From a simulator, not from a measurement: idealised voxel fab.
Process module, titled voxel transistor to metal
FYI the section here is cut, 165 nm wide, cells are 5 nm squares.
Just so we're on the same page, the cross-sections are grids of square cells, and they're listed out in bands top to bottom, each band one or more rows deep.
In this notation a band is specified by the heights of its top and bottom, in that order and in nm, after which its materials appear from left to right, each paired with its width in nm. The word "all across" attached to a single material means that material fills the band from edge to edge; the word "air" stands for empty space.
We count height from 0. Below that, the starting wafer is all one material. The lowest band never ends at the bottom but goes on down; see "z 0 and below" for how that is written.
The expression "30..40" gives the width at the extremes of the band, the first number at its top row of cells and the second at its bottom row, with the width changing by equal amounts from each row to the next in between.
When a step is marked "no modification", none of the cells in the cross-section changed during that step.
Closed void inventory: empty space of 8 cells or more with no open way to the top, each as width x height at its distance from the left edge, in nm
Whatever follows a step's settings on its line is a remark the simulator itself makes about that step.
"overlay nm" denotes, for a step that has a mask, the displacement of the mask to the right of its planned place, with negative values corresponding to the left.
-- The following list gives the planned process steps
- 1: RECEIVE [material Si]
- 2: OXIDIZE [depth nm 5]
- 3: CONFORMAL_DEP [material SiN] [thk nm 15]
- 4: DIRECTIONAL_DEP [material aC] [thk nm 10]
- 5: PATTERN [tone cover] [mask id ACTIVE] [material resist] [width nm 115] [thk nm 25] [overlay nm 0]
- 6: DIRECTIONAL_ETCH [etch materials aC] [depth nm 10]
- 7: STRIP [etch materials resist]
- 8: DIRECTIONAL_ETCH [etch materials SiN] [depth nm 15]
- 9: DIRECTIONAL_ETCH [etch materials SiO2] [depth nm 5]
- 10: DIRECTIONAL_ETCH [etch materials Si] [depth nm 25]
- 11: STRIP [etch materials aC]
- 12: OXIDIZE [depth nm 5]
- 13: FILL_DEP [material SiO2] [thk nm 15]
- 14: CMP [height nm 15]
- 15: SELECTIVE_ETCH [etch materials SiO2] [depth nm 5]
- 16: STRIP [etch materials SiN]
- 17: SELECTIVE_ETCH [etch materials SiO2] [depth nm 5]
- 18: OXIDIZE [depth nm 5]
- 19: DIRECTIONAL_DEP [material polySi] [thk nm 25]
- 20: DIRECTIONAL_DEP [material SiCN] [thk nm 15]
- 21: PATTERN [tone cover] [mask id GATE] [material resist] [width nm 35] [thk nm 20] [overlay nm 0]
- 22: DIRECTIONAL_ETCH [etch materials SiCN] [depth nm 25]
- 23: DIRECTIONAL_ETCH [etch materials polySi] [depth nm 35]
- 24: STRIP [etch materials resist]
- 25: CONFORMAL_DEP [material SiN] [thk nm 5]
- 26: DIRECTIONAL_ETCH [etch materials SiN] [depth nm 5]
- 27: DIRECTIONAL_ETCH [etch materials SiO2] [depth nm 5]
- 28: DIRECTIONAL_ETCH [etch materials Si] [depth nm 15]
- 29: EPI [material pSi] [thk nm 15]
- 30: FILL_DEP [material SiO2] [thk nm 10]
- 31: CMP [height nm 20]
- 32: STRIP [etch materials polySi]
- 33: SELECTIVE_ETCH [etch materials SiO2] [depth nm 5]
- 34: CONFORMAL_DEP [material HfO2] [thk nm 5]
- 35: CONFORMAL_DEP [material TiN] [thk nm 5]
- 36: FILL_DEP [material W] [thk nm 5]
- 37: CMP [height nm 15]
- 38: DIRECTIONAL_DEP [material SiO2] [thk nm 15]
- 39: DIRECTIONAL_DEP [material aC] [thk nm 15]
- 40: PATTERN [tone open] [mask id CONTACT] [material resist] [width nm 15] [pitch nm 80] [thk nm 35] [overlay nm 0]
- 41: DIRECTIONAL_ETCH [etch materials aC] [depth nm 15]
- 42: STRIP [etch materials resist]
- 43: DIRECTIONAL_ETCH [etch materials SiO2] [depth nm 40]
- 44: STRIP [etch materials aC]
- 45: CONFORMAL_DEP [material TiN] [thk nm 5]
- 46: FILL_DEP [material W] [thk nm 10]
- 47: CMP [height nm 30]
- 48: CONFORMAL_DEP [material SiCN] [thk nm 5]
- 49: DIRECTIONAL_DEP [material lowk] [thk nm 20]
- 50: PATTERN [tone open] [mask id METAL_1] [material resist] [width nm 15] [pitch nm 80] [thk nm 15] [overlay nm 0]
- 51: DIRECTIONAL_ETCH [etch materials lowk] [depth nm 20]
- 52: DIRECTIONAL_ETCH [etch materials SiCN] [depth nm 5]
- 53: STRIP [etch materials resist]
- 54: CONFORMAL_DEP [material TiN] [thk nm 5]
- 55: FILL_DEP [material Cu] [thk nm 5]
- 56: CMP [height nm 55]
- 57: CONFORMAL_DEP [material SiCN] [thk nm 5]
- 58: DIRECTIONAL_DEP [material SiO2] [thk nm 35]
- 59: PATTERN [tone open] [mask id METAL_2] [material resist] [width nm 15] [pitch nm 80] [thk nm 20] [overlay nm 0]
- 60: DIRECTIONAL_ETCH [etch materials SiO2] [depth nm 20]
- 61: STRIP [etch materials resist]
- 62: MASKED_ETCH [tone open] [mask id METAL_2_HOLES] [width nm 15] [pitch nm 80] [etch materials SiO2] [depth nm 15] [overlay nm -15]
- 63: MASKED_ETCH [tone open] [mask id METAL_2_HOLES] [width nm 15] [pitch nm 80] [etch materials SiCN] [depth nm 5] [overlay nm 0]
- 64: CONFORMAL_DEP [material TiN] [thk nm 5]
- 65: FILL_DEP [material Ru] [thk nm 10]
- 66: CMP [height nm 95]
- 67: CONFORMAL_DEP [material SiCN] [thk nm 5]
The plan shows the overlay nm of step 62 as the first wafer had it; this setting differs between the wafers, which start out alike.
-- Cross-section of the first of several wafers as received (after step 1)
- z 0 and below: Si all across
- Closed void inventory: none
-- The cross-section of the first of several wafers is given below for the end of the module, after its final step, step 67
- z 100 to 95: SiCN all across
- z 95 to 85: SiO2: 20, then TiN: 5, then Ru: 20, then TiN: 5, then SiO2: 50, then TiN: 5, then Ru: 20, then TiN: 5, then SiO2: 35
- z 85 to 80: SiO2: 20, then TiN: 20, then Ru: 5, then TiN: 5, then SiO2: 50, then TiN: 20, then Ru: 5, then TiN: 5, then SiO2: 35
- z 80 to 75: SiO2: 35, then TiN: 15, then SiO2: 65, then TiN: 15, then SiO2: 35
- z 75 to 60: SiO2 all across
- z 60 to 55: SiCN all across
- z 55 to 35: lowk: 35, then TiN: 5, then Cu: 5, then TiN: 5, then lowk: 65, then TiN: 5, then Cu: 5, then TiN: 5, then lowk: 35
- z 35 to 30: SiCN: 35, then TiN: 15, then SiCN: 65, then TiN: 15, then SiCN: 35
- z 30 to 15: SiO2: 35, then TiN: 5, then W: 5, then TiN: 5, then SiO2: 65, then TiN: 5, then W: 5, then TiN: 5, then SiO2: 35
- z 15 to 10: SiO2: 35, then TiN: 5, then W: 5, then TiN: 5, then SiO2: 10, then SiN: 5, then HfO2: 5, then TiN: 5, then W: 15, then TiN: 5, then HfO2: 5, then SiN: 5, then SiO2: 10, then TiN: 5, then W: 5, then TiN: 5, then SiO2: 35
- z 10 to 5: SiO2: 35, then TiN: 15, then SiO2: 10, then SiN: 5, then HfO2: 5, then TiN: 5, then W: 15, then TiN: 5, then HfO2: 5, then SiN: 5, then SiO2: 10, then TiN: 15, then SiO2: 35
- z 5 to 0: SiO2: 20, then SiN: 5, then SiO2: 10, then TiN: 10, then pSi: 15, then SiN: 5, then HfO2: 5, then TiN: 5, then W: 15, then TiN: 5, then HfO2: 5, then SiN: 5, then pSi: 15, then TiN: 10, then SiO2: 10, then SiN: 5, then SiO2: 20
- z 0 to -5: SiO2: 20, then SiN: 5, then SiO2: 10, then TiN: 10, then pSi: 15, then SiN: 5, then HfO2: 5, then TiN: 25, then HfO2: 5, then SiN: 5, then pSi: 15, then TiN: 10, then SiO2: 10, then SiN: 5, then SiO2: 20
- z -5 to -10: SiO2: 35, then TiN: 10, then pSi: 15, then HfO2: 45, then pSi: 15, then TiN: 10, then SiO2: 35
- z -10 to -25: SiO2: 30, then pSi: 30, then Si: 45, then pSi: 30, then SiO2: 30
- z -25 to -35: SiO2: 30, then Si: 105, then SiO2: 30
- z -35 and below: Si all across
- Closed void inventory: none
-- End of module: cross-section, last of several wafers
- z 100 to 95: SiCN all across
- z 95 to 85: SiO2: 35, then TiN: 5, then Ru: 20, then TiN: 5, then SiO2: 50, then TiN: 5, then Ru: 20, then TiN: 5, then SiO2: 20
- z 85 to 80: SiO2: 35, then TiN: 5, then Ru: 5, then TiN: 20, then SiO2: 50, then TiN: 5, then Ru: 5, then TiN: 20, then SiO2: 20
- z 80 to 75: SiO2: 35, then TiN: 15, then SiO2: 65, then TiN: 15, then SiO2: 35
- z 75 to 60: SiO2 all across
- z 60 to 55: SiCN all across
- z 55 to 35: lowk: 35, then TiN: 5, then Cu: 5, then TiN: 5, then lowk: 65, then TiN: 5, then Cu: 5, then TiN: 5, then lowk: 35
- z 35 to 30: SiCN: 35, then TiN: 15, then SiCN: 65, then TiN: 15, then SiCN: 35
- z 30 to 15: SiO2: 35, then TiN: 5, then W: 5, then TiN: 5, then SiO2: 65, then TiN: 5, then W: 5, then TiN: 5, then SiO2: 35
- z 15 to 10: SiO2: 35, then TiN: 5, then W: 5, then TiN: 5, then SiO2: 10, then SiN: 5, then HfO2: 5, then TiN: 5, then W: 15, then TiN: 5, then HfO2: 5, then SiN: 5, then SiO2: 10, then TiN: 5, then W: 5, then TiN: 5, then SiO2: 35
- z 10 to 5: SiO2: 35, then TiN: 15, then SiO2: 10, then SiN: 5, then HfO2: 5, then TiN: 5, then W: 15, then TiN: 5, then HfO2: 5, then SiN: 5, then SiO2: 10, then TiN: 15, then SiO2: 35
- z 5 to 0: SiO2: 20, then SiN: 5, then SiO2: 10, then TiN: 10, then pSi: 15, then SiN: 5, then HfO2: 5, then TiN: 5, then W: 15, then TiN: 5, then HfO2: 5, then SiN: 5, then pSi: 15, then TiN: 10, then SiO2: 10, then SiN: 5, then SiO2: 20
- z 0 to -5: SiO2: 20, then SiN: 5, then SiO2: 10, then TiN: 10, then pSi: 15, then SiN: 5, then HfO2: 5, then TiN: 25, then HfO2: 5, then SiN: 5, then pSi: 15, then TiN: 10, then SiO2: 10, then SiN: 5, then SiO2: 20
- z -5 to -10: SiO2: 35, then TiN: 10, then pSi: 15, then HfO2: 45, then pSi: 15, then TiN: 10, then SiO2: 35
- z -10 to -25: SiO2: 30, then pSi: 30, then Si: 45, then pSi: 30, then SiO2: 30
- z -25 to -35: SiO2: 30, then Si: 105, then SiO2: 30
- z -35 and below: Si all across
- Closed void inventory: none
-- For your reference, the table is organized with a row per wafer; each row reflects the wafer at the end of the module, indicating for each material the cells gained (+) or lost (-) since receipt, and thereafter its closed voids
overlay nm -15 | +8 Cu | +17 HfO2 | +18 Ru | -162 Si | +93 SiCN | +12 SiN | +404 SiO2 | +91 TiN | +17 W | +108 lowk | +54 pSi | Closed void inventory: none
overlay nm -10 | +8 Cu | +17 HfO2 | +14 Ru | -162 Si | +91 SiCN | +12 SiN | +404 SiO2 | +97 TiN | +17 W | +108 lowk | +54 pSi | Closed void inventory: none
overlay nm -5 | +8 Cu | +17 HfO2 | +10 Ru | -162 Si | +89 SiCN | +12 SiN | +404 SiO2 | +103 TiN | +17 W | +108 lowk | +54 pSi | Closed void inventory: none
overlay nm 0 | +8 Cu | +17 HfO2 | +14 Ru | -162 Si | +87 SiCN | +12 SiN | +404 SiO2 | +101 TiN | +17 W | +108 lowk | +54 pSi | Closed void inventory: none
overlay nm 5 | +8 Cu | +17 HfO2 | +10 Ru | -162 Si | +89 SiCN | +12 SiN | +404 SiO2 | +103 TiN | +17 W | +108 lowk | +54 pSi | Closed void inventory: none
overlay nm 10 | +8 Cu | +17 HfO2 | +14 Ru | -162 Si | +91 SiCN | +12 SiN | +404 SiO2 | +97 TiN | +17 W | +108 lowk | +54 pSi | Closed void inventory: none
overlay nm 15 | +8 Cu | +17 HfO2 | +18 Ru | -162 Si | +93 SiCN | +12 SiN | +404 SiO2 | +91 TiN | +17 W | +108 lowk | +54 pSi | Closed void inventory: none
